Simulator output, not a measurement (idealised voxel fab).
A process module follows: voxel self aligned contacts.
cross-section cut | 205 nm wide | cells 5 nm
If you're reading a cross-section in this doc, picture square cells in a grid; it comes to you as bands, top ones listed first down to the bottom, and a band can be one or more rows of cells. Band entry format. Leading values: height of top, height of bottom, nm. Remainder: materials in left-to-right order, each with its width in nm. Special words: "all across" on a single material, which then fills the band edge to edge; "empty", empty space. Where do heights start? At 0: under that level the wafer as delivered is made of one material only. And the lowest band has no floor; it just carries on downward, as in "top 0, no bottom". The two numbers in a width such as "30->40" mark its ends across the band: the first belongs to the top row of cells, the second to the bottom row, and from each row to the next the width moves by the same amount. For the purposes of this document, the phrase "remained unchanged" attached to a step denotes that no cell within the cross-section was modified by that step. Any empty space of 8 cells or more lacking an open way to the top shows up in "Closed void listing" as width x height at distance, distance from the left edge, in nm. Text after the settings on a step's line: the simulator's own remark on that step. On any step carrying a mask, the "overlay nm" setting, if present on the step's line, tells how far right of its planned place the mask lay; negative values point to the left.
Planned process steps:
step 1: RECEIVE [material Si]
step 2: CONFORMAL_DEP [material SiO2] [thk nm 5]
step 3: DIRECTIONAL_DEP [material polySi] [thk nm 25]
step 4: DIRECTIONAL_DEP [material SiN] [thk nm 20]
step 5: PATTERN [tone cover] [mask id GATE] [material resist] [width nm 35] [pitch nm 70] [thk nm 15] [overlay nm 0]
step 6: DIRECTIONAL_ETCH [etch materials SiN] [depth nm 20]
step 7: DIRECTIONAL_ETCH [etch materials polySi] [depth nm 25]
step 8: STRIP [etch materials resist]
step 9: CONFORMAL_DEP [material SiN] [thk nm 5]
step 10: DIRECTIONAL_ETCH [etch materials SiN] [depth nm 5]
step 11: FILL_DEP [material SiO2] [thk nm 10]
step 12: CMP [height nm 55]
step 13: DIRECTIONAL_DEP [material aC] [thk nm 10]
step 14: PATTERN [tone open] [mask id CONTACT] [material resist] [width nm 55] [pitch nm 70] [thk nm 25] [overlay nm 0]
step 15: DIRECTIONAL_ETCH [etch materials aC] [depth nm 10]
step 16: STRIP [etch materials resist]
step 17: DIRECTIONAL_ETCH [etch materials SiO2] [depth nm 55]
step 18: STRIP [etch materials aC]
step 19: CONFORMAL_DEP [material TiN] [thk nm 5]
step 20: FILL_DEP [material Ru] [thk nm 5]
step 21: CMP [height nm 55]
step 22: CONFORMAL_DEP [material SiN] [thk nm 5]
Cross-section of the wafer at receipt, which is the condition after step 1:
* top 0, no bottom | Si all across
* Closed void listing: none
The first of the two wafers as seen in cross-section once the module was finished; processing followed the plan:
* top 60, bottom 55 | SiN all across
* top 55, bottom 50 | SiO2=40  TiN=20  Ru=15  TiN=20  SiO2=15  TiN=20  Ru=15  TiN=20  SiO2=40
* top 50, bottom 30 | SiO2=10  SiN=45  TiN=5  Ru=15  TiN=5  SiN=45  TiN=5  Ru=15  TiN=5  SiN=45  SiO2=10
* top 30, bottom 5 | SiO2=10  SiN=5  polySi=35  SiN=5  TiN=5  Ru=15  TiN=5  SiN=5  polySi=35  SiN=5  TiN=5  Ru=15  TiN=5  SiN=5  polySi=35  SiN=5  SiO2=10
* top 5, bottom 0 | SiO2=55  TiN=25  SiO2=45  TiN=25  SiO2=55
* top 0, no bottom | Si all across
* Closed void listing: none
So this is wafer number two of the two, cut at the end of the module - it started where the first did and had the same plan, we just got one thing wrong running it:
* top 60, bottom 55 | SiN all across
* top 55, bottom 50 | SiO2=40  TiN=20  Ru=15  TiN=20  SiO2=15  TiN=20  Ru=15  TiN=20  SiO2=40
* top 50, bottom 30 | SiO2=10  SiN=5  polySi=35  SiN=5  TiN=5  Ru=15  TiN=5  SiN=5  polySi=35  SiN=5  TiN=5  Ru=15  TiN=5  SiN=5  polySi=35  SiN=5  SiO2=10
* top 30, bottom 25 | SiO2=10  SiN=5  polySi=35  SiN=5  TiN=25  SiN=5  polySi=35  SiN=5  TiN=25  SiN=5  polySi=35  SiN=5  SiO2=10
* top 25, bottom 5 | SiN all across
* top 5, bottom 0 | SiO2 all across
* top 0, no bottom | Si all across
* Closed void listing: none
Diagnosis: steps 3 and 4 run out of order (swapped)
Per the end-of-run cell counts, the second wafer holds more or fewer of some materials than the first: Ru: 30 fewer; SiN: 56 more; SiO2: 6 fewer; TiN: 20 fewer
